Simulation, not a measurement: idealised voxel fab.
You're looking at the process module voxel trench capacitor.
150 nm wide, 5 nm square cells: that's cross-section cut.
Notation: cross-section as square-cell grid; stated in bands, top first, going down; one or more cell rows per band. The band entry comprises the height of the band's top followed by the height of its bottom, expressed in nm, and subsequently the band's materials from left to right, each stated together with its width in nm. Where a single material is marked with the word "all across", that material fills the band from edge to edge. The word "empty" represents empty space. Note: height 0 marks the level under which the wafer is uniformly one material as received. Lowest band unbounded below, written "0 down". The notation "30->40" denotes a width that varies across the rows of cells in the band, beginning at the first number in the top row, finishing at the second number in the bottom row, and changing by an identical amount from each row to the next. The cross-section has no changed cell in any step marked "remained the same". Each empty space that has no open way to the top and spans at least 8 cells appears under "Enclosed internal cavities" as width x height at distance, the distance counted from the left edge, all in nm. Text after the settings on a step's line: the simulator's own remark on that step. If you see "overlay nm" on a step's line and that step has a mask, it's telling you how far right of where it was planned the mask ended up; a negative number means it went left instead.

**Set out below are the planned steps of the process**
1) RECEIVE (material Si)
2) CONFORMAL_DEP (material SiN; thk nm 5)
3) PATTERN (tone open; mask id TRENCH; material resist; width nm 20; pitch nm 40; thk nm 15; overlay nm 0)
4) DIRECTIONAL_ETCH (etch materials SiN; depth nm 5)
5) DIRECTIONAL_ETCH (etch materials Si; depth nm 35)
6) STRIP (etch materials resist)
7) CONFORMAL_DEP (material SiO2; thk nm 5)
8) FILL_DEP (material polySi; thk nm 5)
9) CMP (height nm 5)

**Delivered wafer in cross-section: state after step 1**
- 0 down: Si all across
- Enclosed internal cavities: none

**End state of the module in cross-section, given the above starting point and plan and one mistake in execution**
- 5 to 0: polySi (20), SiO2 (5), SiN (20), SiO2 (5), polySi (10), SiO2 (5), SiN (20), SiO2 (5), polySi (10), SiO2 (5), SiN (20), SiO2 (5), polySi (20)
- 0 to -30: polySi (20), SiO2 (5), Si (20), SiO2 (5), polySi (10), SiO2 (5), Si (20), SiO2 (5), polySi (10), SiO2 (5), Si (20), SiO2 (5), polySi (20)
- -30 to -35: SiO2 (25), Si (20), SiO2 (20), Si (20), SiO2 (20), Si (20), SiO2 (25)
- -35 down: Si all across
- Enclosed internal cavities: none
what went wrong: step 3 was processed under conditions differing from the plan, specifically as PATTERN (tone cover; mask id TRENCH; material resist; width nm 20; pitch nm 40; thk nm 15; overlay nm 0)
